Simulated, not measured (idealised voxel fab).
Process module under the name voxel capacitor over wiring
Displayed cross-section: cut, width of 260 nm, square cells sized 5 nm.
In this document a cross-section is written as a grid of square cells. It is given as a series of bands, listed from the top down, and a band is one or more rows of cells.
In this notation a band is specified by the heights of its top and bottom, in that order and in nm, after which its materials appear from left to right, each paired with its width in nm. The word "everywhere" attached to a single material means that material fills the band from edge to edge; the word "air" stands for empty space.
Height 0 is the level under which the wafer as received is all one material. The lowest band goes on downwards, as in "0..down".
The expression "30->40" gives the width at the extremes of the band, the first number at its top row of cells and the second at its bottom row, with the width changing by equal amounts from each row to the next in between.
Key: "nothing changed" - step with no changed cell in the cross-section.
In "Closed void register" the enclosed voids are listed, meaning empty spaces of 8 cells or larger without any opening to the top. The form is width x height at distance, distance from the left edge, units nm.
Note: text after step settings on the step line = simulator remark on that step.
overlay nm, on a step with a mask: how far to the right of its planned place the mask lay; to the left if negative
**The planned process steps are enumerated hereunder**
1) RECEIVE: material Si
2) CONFORMAL_DEP: material SiO2, thk nm 10
3) DIRECTIONAL_DEP: material TiN, thk nm 5
4) DIRECTIONAL_DEP: material W, thk nm 20
5) DIRECTIONAL_DEP: material aC, thk nm 15
6) PATTERN: tone cover, mask id METAL_1, material resist, width nm 25, pitch nm 90, thk nm 35, overlay nm 0
7) DIRECTIONAL_ETCH: etch materials aC, depth nm 15
8) STRIP: etch materials resist
9) DIRECTIONAL_ETCH: etch materials W, depth nm 20
10) DIRECTIONAL_ETCH: etch materials TiN, depth nm 5
11) STRIP: etch materials aC
12) FILL_DEP: material lowk, thk nm 5
13) CMP: height nm 35
14) CONFORMAL_DEP: material SiCN, thk nm 5
15) DIRECTIONAL_DEP: material lowk, thk nm 10
16) MASKED_ETCH: tone open, mask id PLUG_1, width nm 15, etch materials lowk, depth nm 10, overlay nm 0
17) MASKED_ETCH: tone open, mask id PLUG_1, width nm 15, etch materials SiCN, depth nm 5, overlay nm 0
18) EPI: material Ru, thk nm 10
19) EPI: material Ru, thk nm 5
20) DIRECTIONAL_DEP: material TiN, thk nm 10
21) DIRECTIONAL_DEP: material Al2O3, thk nm 5
22) DIRECTIONAL_DEP: material TiN, thk nm 10
23) PATTERN: tone cover, mask id UPPER_PLATE, material resist, width nm 70, thk nm 20, overlay nm 0
24) DIRECTIONAL_ETCH: etch materials TiN, depth nm 10
25) DIRECTIONAL_ETCH: etch materials Al2O3, depth nm 5
26) STRIP: etch materials resist
27) PATTERN: tone cover, mask id LOWER_PLATE, material resist, width nm 80, thk nm 15, overlay nm 0
28) DIRECTIONAL_ETCH: etch materials TiN, depth nm 10
29) STRIP: etch materials resist
30) FILL_DEP: material SiO2, thk nm 20
31) CMP: height nm 90
32) PATTERN: tone open, mask id PLUG_2, material resist, width nm 15, thk nm 15, overlay nm 0
33) DIRECTIONAL_ETCH: etch materials SiO2, depth nm 15
34) STRIP: etch materials resist
35) CONFORMAL_DEP: material TiN, thk nm 5
36) FILL_DEP: material W, thk nm 5
37) CMP: height nm 90
38) CONFORMAL_DEP: material SiCN, thk nm 5
**First of the two wafers, run per plan**
**As-received state of the wafer in cross-section, equivalent to post-step 1**
* 0..down: Si everywhere
* Closed void register: none
**Cross-section of the wafer after step 2**
* 10..0: SiO2 everywhere
* Everything below 0 is unchanged.
**Cross-section of the wafer after step 3**
* 15..10: TiN everywhere
* Everything below 10 is unchanged.
**Cross-section of the wafer after step 4**
* 35..15: W everywhere
* Everything below 15 is unchanged.
**Cross-section of the wafer after step 5**
* 50..35: aC everywhere
* Everything below 35 is unchanged.
**Cross-section of the wafer after step 6**
* 85..50: 70 of air | 25 of resist | 65 of air | 25 of resist | 75 of air
* Everything below 50 is unchanged.
**Cross-section of the wafer after step 7**
* 70..50: 70 of air | 25 of resist | 65 of air | 25 of resist | 75 of air
* 50..35: 70 of air | 25 of aC | 65 of air | 25 of aC | 75 of air
* Everything below 35 is unchanged.
**Cross-section of the wafer after step 8**
* 50..35: 70 of air | 25 of aC | 65 of air | 25 of aC | 75 of air
* Everything below 35 is unchanged.
**Cross-section of the wafer after step 9**
* 50..35: 70 of air | 25 of aC | 65 of air | 25 of aC | 75 of air
* 35..15: 70 of air | 25 of W | 65 of air | 25 of W | 75 of air
* Everything below 15 is unchanged.
**Cross-section of the wafer after step 10**
* 50..35: 70 of air | 25 of aC | 65 of air | 25 of aC | 75 of air
* 35..15: 70 of air | 25 of W | 65 of air | 25 of W | 75 of air
* 15..10: 70 of air | 25 of TiN | 65 of air | 25 of TiN | 75 of air
* Everything below 10 is unchanged.
**Cross-section of the wafer after step 11**
* 35..15: 70 of air | 25 of W | 65 of air | 25 of W | 75 of air
* Everything below 15 is unchanged.
**Cross-section of the wafer after step 12**
* 40..35: lowk everywhere
* 35..15: 70 of lowk | 25 of W | 65 of lowk | 25 of W | 75 of lowk
* 15..10: 70 of lowk | 25 of TiN | 65 of lowk | 25 of TiN | 75 of lowk
* Everything below 10 is unchanged.
**Cross-section of the wafer after step 13**
* 35..15: 70 of lowk | 25 of W | 65 of lowk | 25 of W | 75 of lowk
* Everything below 15 is unchanged.
**Cross-section of the wafer after step 14**
* 40..35: SiCN everywhere
* Everything below 35 is unchanged.
**Cross-section of the wafer after step 15**
* 50..40: lowk everywhere
* Everything below 40 is unchanged.
**Cross-section of the wafer after step 16**
* 50..40: 80 of lowk | 15 of air | 165 of lowk
* Everything below 40 is unchanged.
**Cross-section of the wafer after step 17**
* 50..40: 80 of lowk | 15 of air | 165 of lowk
* 40..35: 80 of SiCN | 15 of air | 165 of SiCN
* Everything below 35 is unchanged.
**Cross-section of the wafer after step 18**
* 50..45: 80 of lowk | 15 of air | 165 of lowk
* 45..40: 80 of lowk | 15 of Ru | 165 of lowk
* 40..35: 80 of SiCN | 15 of Ru | 165 of SiCN
* Everything below 35 is unchanged.
**Cross-section of the wafer after step 19**
* 50..40: 80 of lowk | 15 of Ru | 165 of lowk
* Everything below 40 is unchanged.
**Cross-section of the wafer after step 20**
* 60..50: TiN everywhere
* Everything below 50 is unchanged.
**Cross-section of the wafer after step 21**
* 65..60: Al2O3 everywhere
* Everything below 60 is unchanged.
**Cross-section of the wafer after step 22**
* 75..65: TiN everywhere
* Everything below 65 is unchanged.
**Cross-section of the wafer after step 23**
* 95..75: 80 of air | 70 of resist | 110 of air
* Everything below 75 is unchanged.
**Cross-section of the wafer after step 24**
* 95..75: 80 of air | 70 of resist | 110 of air
* 75..65: 80 of air | 70 of TiN | 110 of air
* Everything below 65 is unchanged.
**Cross-section of the wafer after step 25**
* 95..75: 80 of air | 70 of resist | 110 of air
* 75..65: 80 of air | 70 of TiN | 110 of air
* 65..60: 80 of air | 70 of Al2O3 | 110 of air
* Everything below 60 is unchanged.
**Cross-section of the wafer after step 26**
* 75..65: 80 of air | 70 of TiN | 110 of air
* Everything below 65 is unchanged.
**Cross-section of the wafer after step 27**
* 90..75: 75 of air | 80 of resist | 105 of air
* 75..65: 75 of air | 5 of resist | 70 of TiN | 5 of resist | 105 of air
* 65..60: 75 of air | 5 of resist | 70 of Al2O3 | 5 of resist | 105 of air
* Everything below 60 is unchanged.
**Cross-section of the wafer after step 28**
* 90..75: 75 of air | 80 of resist | 105 of air
* 75..65: 75 of air | 5 of resist | 70 of TiN | 5 of resist | 105 of air
* 65..60: 75 of air | 5 of resist | 70 of Al2O3 | 5 of resist | 105 of air
* 60..50: 75 of air | 80 of TiN | 105 of air
* Everything below 50 is unchanged.
**Cross-section of the wafer after step 29**
* 75..65: 80 of air | 70 of TiN | 110 of air
* 65..60: 80 of air | 70 of Al2O3 | 110 of air
* Everything below 60 is unchanged.
**Cross-section of the wafer after step 30**
* 95..75: SiO2 everywhere
* 75..65: 80 of SiO2 | 70 of TiN | 110 of SiO2
* 65..60: 80 of SiO2 | 70 of Al2O3 | 110 of SiO2
* 60..50: 75 of SiO2 | 80 of TiN | 105 of SiO2
* Everything below 50 is unchanged.
**Cross-section of the wafer after step 31**
* 90..75: SiO2 everywhere
* Everything below 75 is unchanged.
**Cross-section of the wafer after step 32**
* 105..90: 90 of resist | 15 of air | 155 of resist
* Everything below 90 is unchanged.
**Cross-section of the wafer after step 33**
* 105..90: 90 of resist | 15 of air | 155 of resist
* 90..75: 90 of SiO2 | 15 of air | 155 of SiO2
* Everything below 75 is unchanged.
**Cross-section of the wafer after step 34**
* 90..75: 90 of SiO2 | 15 of air | 155 of SiO2
* Everything below 75 is unchanged.
**Cross-section of the wafer after step 35**
* 95..90: 95 of TiN | 5 of air | 160 of TiN
* 90..80: 90 of SiO2 | 5 of TiN | 5 of air | 5 of TiN | 155 of SiO2
* 80..75: 90 of SiO2 | 15 of TiN | 155 of SiO2
* Everything below 75 is unchanged.
**Cross-section of the wafer after step 36**
* 100..95: W everywhere
* 95..90: 95 of TiN | 5 of W | 160 of TiN
* 90..80: 90 of SiO2 | 5 of TiN | 5 of W | 5 of TiN | 155 of SiO2
* Everything below 80 is unchanged.
**Cross-section of the wafer after step 37**
* 90..80: 90 of SiO2 | 5 of TiN | 5 of W | 5 of TiN | 155 of SiO2
* Everything below 80 is unchanged.
**Cross-section of the wafer after step 38**
* 95..90: SiCN everywhere
* Everything below 90 is unchanged.
**The second wafer began exactly as the first did and followed the same plan, but one mistake was made while running it; through step 22 inclusive, the two wafers are identical**
**Cross-section of the second wafer at the time step 23 of the plan should have ended**
* 95..75: 85 of air | 60 of resist | 115 of air
* Everything below 75 is unchanged.
**Cross-section of the second wafer at the time step 24 of the plan should have ended**
* 95..75: 85 of air | 60 of resist | 115 of air
* 75..65: 85 of air | 60 of TiN | 115 of air
* Everything below 65 is unchanged.
**Cross-section of the second wafer at the time step 25 of the plan should have ended**
* 95..75: 85 of air | 60 of resist | 115 of air
* 75..65: 85 of air | 60 of TiN | 115 of air
* 65..60: 85 of air | 60 of Al2O3 | 115 of air
* Everything below 60 is unchanged.
**Cross-section of the second wafer at the time step 26 of the plan should have ended**
* 75..65: 85 of air | 60 of TiN | 115 of air
* Everything below 65 is unchanged.
**Cross-section of the second wafer at the time step 27 of the plan should have ended**
* 90..75: 75 of air | 80 of resist | 105 of air
* 75..65: 75 of air | 10 of resist | 60 of TiN | 10 of resist | 105 of air
* 65..60: 75 of air | 10 of resist | 60 of Al2O3 | 10 of resist | 105 of air
* Everything below 60 is unchanged.
**Cross-section of the second wafer at the time step 28 of the plan should have ended**
* 90..75: 75 of air | 80 of resist | 105 of air
* 75..65: 75 of air | 10 of resist | 60 of TiN | 10 of resist | 105 of air
* 65..60: 75 of air | 10 of resist | 60 of Al2O3 | 10 of resist | 105 of air
* 60..50: 75 of air | 80 of TiN | 105 of air
* Everything below 50 is unchanged.
**Cross-section of the second wafer at the time step 29 of the plan should have ended**
* 75..65: 85 of air | 60 of TiN | 115 of air
* 65..60: 85 of air | 60 of Al2O3 | 115 of air
* Everything below 60 is unchanged.
**Cross-section of the second wafer at the time step 30 of the plan should have ended**
* 95..75: SiO2 everywhere
* 75..65: 85 of SiO2 | 60 of TiN | 115 of SiO2
* 65..60: 85 of SiO2 | 60 of Al2O3 | 115 of SiO2
* 60..50: 75 of SiO2 | 80 of TiN | 105 of SiO2
* Everything below 50 is unchanged.
**Cross-section of the second wafer at the time step 31 of the plan should have ended**
* 90..75: SiO2 everywhere
* Everything below 75 is unchanged.
**Cross-section of the second wafer at the time step 32 of the plan should have ended**
* 105..90: 90 of resist | 15 of air | 155 of resist
* Everything below 90 is unchanged.
**Cross-section of the second wafer at the time step 33 of the plan should have ended**
* 105..90: 90 of resist | 15 of air | 155 of resist
* 90..75: 90 of SiO2 | 15 of air | 155 of SiO2
* Everything below 75 is unchanged.
**Cross-section of the second wafer at the time step 34 of the plan should have ended**
* 90..75: 90 of SiO2 | 15 of air | 155 of SiO2
* Everything below 75 is unchanged.
**Cross-section of the second wafer at the time step 35 of the plan should have ended**
* 95..90: 95 of TiN | 5 of air | 160 of TiN
* 90..80: 90 of SiO2 | 5 of TiN | 5 of air | 5 of TiN | 155 of SiO2
* 80..75: 90 of SiO2 | 15 of TiN | 155 of SiO2
* Everything below 75 is unchanged.
**Cross-section of the second wafer at the time step 36 of the plan should have ended**
* 100..95: W everywhere
* 95..90: 95 of TiN | 5 of W | 160 of TiN
* 90..80: 90 of SiO2 | 5 of TiN | 5 of W | 5 of TiN | 155 of SiO2
* Everything below 80 is unchanged.
**Cross-section of the second wafer at the time step 37 of the plan should have ended**
* 90..80: 90 of SiO2 | 5 of TiN | 5 of W | 5 of TiN | 155 of SiO2
* Everything below 80 is unchanged.
**Cross-section of the second wafer at the time step 38 of the plan should have ended**
* 95..90: SiCN everywhere
* Everything below 90 is unchanged.
Run error: rather than as planned, step 23 actually ran as PATTERN: tone cover, mask id UPPER_PLATE, material resist, width nm 60, thk nm 20, overlay nm 0
Per the end-of-run cell counts, the second wafer holds more or fewer of some materials than the first: 2 fewer of Al2O3; 6 more of SiO2; 4 fewer of TiN
